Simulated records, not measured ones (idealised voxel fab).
process module | voxel air gaps
cross-section cut | 260 nm wide | cells 5 nm
A cross-section is a grid of square cells, given in bands from the top down. A band is one or more rows of cells.
Each band's line starts with the height of the band's top and of its bottom, in nm. Then come its materials from left to right, each with its width in nm. One material with "throughout" fills the band from edge to edge. "air" is empty space.
Height 0 is the level under which the wafer as received is all one material. The lowest band goes on downwards, as in "0 down".
A width such as "30 to 40" changes by the same amount from each row of cells to the next, from the band's top row to its bottom row.
"no change" after a step means that no cell of the cross-section changed.
closed voids: empty space of 8 cells or more with no open way to the top, each as width x height at its distance from the left edge, in nm
after a step's settings: what the simulator itself notes on the step
overlay nm, on a step with a mask: how far to the right of its planned place the mask lay; to the left if negative
Each pair below shows a cross-section before one step and the cross-section after it, down to the lowest band that changed. The line under each pair gives the step between them, with its settings. The pairs can come from different runs of this module on the same starting wafer, so a pair continues from the pair above only where its "before" says so.
before
  60 to 50: air 30 | Ru 45 | air 5 | Ru 45 | air 5 | Ru 45 | air 5 | Ru 45 | air 35
  50 to 20: air 40 | TiN 5 | W 15 | TiN 5 | air 25 | TiN 5 | W 15 | TiN 5 | air 25 | TiN 5 | W 15 | TiN 5 | air 25 | TiN 5 | W 15 | TiN 5 | air 45
  20 to 15: air 40 | TiN 25 | air 25 | TiN 25 | air 25 | TiN 25 | air 25 | TiN 25 | air 45
  15 to 10: SiCN throughout
  10 to 0: SiO2 throughout
  0 down: Si throughout
  closed voids: none
after
  65 to 60: air 25 | aC 205 | air 30
  60 to 50: air 25 | aC 5 | Ru 45 | aC 5 | Ru 45 | aC 5 | Ru 45 | aC 5 | Ru 45 | aC 5 | air 30
  50 to 45: air 25 | aC 15 | TiN 5 | W 15 | TiN 5 | aC 25 | TiN 5 | W 15 | TiN 5 | aC 25 | TiN 5 | W 15 | TiN 5 | aC 25 | TiN 5 | W 15 | TiN 5 | aC 15 | air 30
  45 to 20: air 35 | aC 5 | TiN 5 | W 15 | TiN 5 | aC 5 | air 15 | aC 5 | TiN 5 | W 15 | TiN 5 | aC 5 | air 15 | aC 5 | TiN 5 | W 15 | TiN 5 | aC 5 | air 15 | aC 5 | TiN 5 | W 15 | TiN 5 | aC 5 | air 40
  20 to 15: aC 40 | TiN 25 | aC 25 | TiN 25 | aC 25 | TiN 25 | aC 25 | TiN 25 | aC 45
  below 15: unchanged
  closed voids: 15 x 25 at 70; 15 x 25 at 120; 15 x 25 at 170
the step between: op CONFORMAL_DEP | material aC | thk nm 5
before
  65 to 50: aC throughout
  50 to 15: SiO2 throughout
  15 to 10: SiCN throughout
  10 to 0: SiO2 throughout
  0 down: Si throughout
  closed voids: none
after
  100 to 65: air 40 | resist 25 | air 25 | resist 25 | air 25 | resist 25 | air 25 | resist 25 | air 45
  below 65: unchanged
  closed voids: none
the step between: op PATTERN | tone cover | mask id LINES | material resist | width nm 25 | pitch nm 50 | thk nm 35 | overlay nm 0
before: the cross-section after the pair above
after
  85 to 65: air 40 | resist 25 | air 25 | resist 25 | air 25 | resist 25 | air 25 | resist 25 | air 45
  65 to 50: air 40 | aC 25 | air 25 | aC 25 | air 25 | aC 25 | air 25 | aC 25 | air 45
  below 50: unchanged
  closed voids: none
the step between: op DIRECTIONAL_ETCH | etch materials aC | depth nm 15
before: the cross-section after the pair above
after
  65 to 50: air 40 | aC 25 | air 25 | aC 25 | air 25 | aC 25 | air 25 | aC 25 | air 45
  below 50: unchanged
  closed voids: none
the step between: op STRIP | etch materials resist
before: the cross-section after the pair above
after
  65 to 50: air 40 | aC 25 | air 25 | aC 25 | air 25 | aC 25 | air 25 | aC 25 | air 45
  50 to 15: air 40 | SiO2 25 | air 25 | SiO2 25 | air 25 | SiO2 25 | air 25 | SiO2 25 | air 45
  below 15: unchanged
  closed voids: none
the step between: op DIRECTIONAL_ETCH | etch materials SiO2 | depth nm 35
before: the cross-section after the pair above
after
  50 to 15: air 40 | SiO2 25 | air 25 | SiO2 25 | air 25 | SiO2 25 | air 25 | SiO2 25 | air 45
  below 15: unchanged
  closed voids: none
the step between: op STRIP | etch materials aC
before: the cross-section after the pair above
after
  55 to 50: air 35 | TiN 35 | air 15 | TiN 35 | air 15 | TiN 35 | air 15 | TiN 35 | air 40
  50 to 20: air 35 | TiN 5 | SiO2 25 | TiN 5 | air 15 | TiN 5 | SiO2 25 | TiN 5 | air 15 | TiN 5 | SiO2 25 | TiN 5 | air 15 | TiN 5 | SiO2 25 | TiN 5 | air 40
  20 to 15: TiN 40 | SiO2 25 | TiN 25 | SiO2 25 | TiN 25 | SiO2 25 | TiN 25 | SiO2 25 | TiN 45
  below 15: unchanged
  closed voids: none
the step between: op CONFORMAL_DEP | material TiN | thk nm 5
before: the cross-section after the pair above
after
  65 to 55: W throughout
  55 to 50: W 35 | TiN 35 | W 15 | TiN 35 | W 15 | TiN 35 | W 15 | TiN 35 | W 40
  50 to 20: W 35 | TiN 5 | SiO2 25 | TiN 5 | W 15 | TiN 5 | SiO2 25 | TiN 5 | W 15 | TiN 5 | SiO2 25 | TiN 5 | W 15 | TiN 5 | SiO2 25 | TiN 5 | W 40
  below 20: unchanged
  closed voids: none
the step between: op FILL_DEP | material W | thk nm 10
before: the cross-section after the pair above
after
  50 to 20: W 35 | TiN 5 | SiO2 25 | TiN 5 | W 15 | TiN 5 | SiO2 25 | TiN 5 | W 15 | TiN 5 | SiO2 25 | TiN 5 | W 15 | TiN 5 | SiO2 25 | TiN 5 | W 40
  below 20: unchanged
  closed voids: none
the step between: op CMP | height nm 50
before: the cross-section after the pair above
after
  60 to 50: Ru 50 | air 5 | Ru 45 | air 5 | Ru 45 | air 5 | Ru 45 | air 5 | Ru 55
  below 50: unchanged
  closed voids: none
the step between: op EPI | material Ru | thk nm 10
before: the cross-section after the pair above
after
  60 to 50: Ru 50 | air 5 | Ru 45 | air 5 | Ru 45 | air 5 | Ru 45 | air 5 | Ru 55
  50 to 20: W 35 | TiN 5 | air 25 | TiN 5 | W 15 | TiN 5 | air 25 | TiN 5 | W 15 | TiN 5 | air 25 | TiN 5 | W 15 | TiN 5 | air 25 | TiN 5 | W 40
  20 to 15: TiN 40 | air 25 | TiN 25 | air 25 | TiN 25 | air 25 | TiN 25 | air 25 | TiN 45
  below 15: unchanged
  closed voids: none
the step between: op SELECTIVE_ETCH | etch materials SiO2 | depth nm 45
before: the cross-section after the pair above
after
  65 to 60: SiCN throughout
  60 to 50: Ru 50 | SiCN 5 | Ru 45 | SiCN 5 | Ru 45 | SiCN 5 | Ru 45 | SiCN 5 | Ru 55
  50 to 45: W 35 | TiN 5 | SiCN 25 | TiN 5 | W 15 | TiN 5 | SiCN 25 | TiN 5 | W 15 | TiN 5 | SiCN 25 | TiN 5 | W 15 | TiN 5 | SiCN 25 | TiN 5 | W 40
  45 to 20: W 35 | TiN 5 | SiCN 5 | air 15 | SiCN 5 | TiN 5 | W 15 | TiN 5 | SiCN 5 | air 15 | SiCN 5 | TiN 5 | W 15 | TiN 5 | SiCN 5 | air 15 | SiCN 5 | TiN 5 | W 15 | TiN 5 | SiCN 5 | air 15 | SiCN 5 | TiN 5 | W 40
  20 to 15: TiN 40 | SiCN 25 | TiN 25 | SiCN 25 | TiN 25 | SiCN 25 | TiN 25 | SiCN 25 | TiN 45
  below 15: unchanged
  closed voids: 15 x 25 at 45; 15 x 25 at 95; 15 x 25 at 145; 15 x 25 at 195
the step between: op CONFORMAL_DEP | material SiCN | thk nm 5
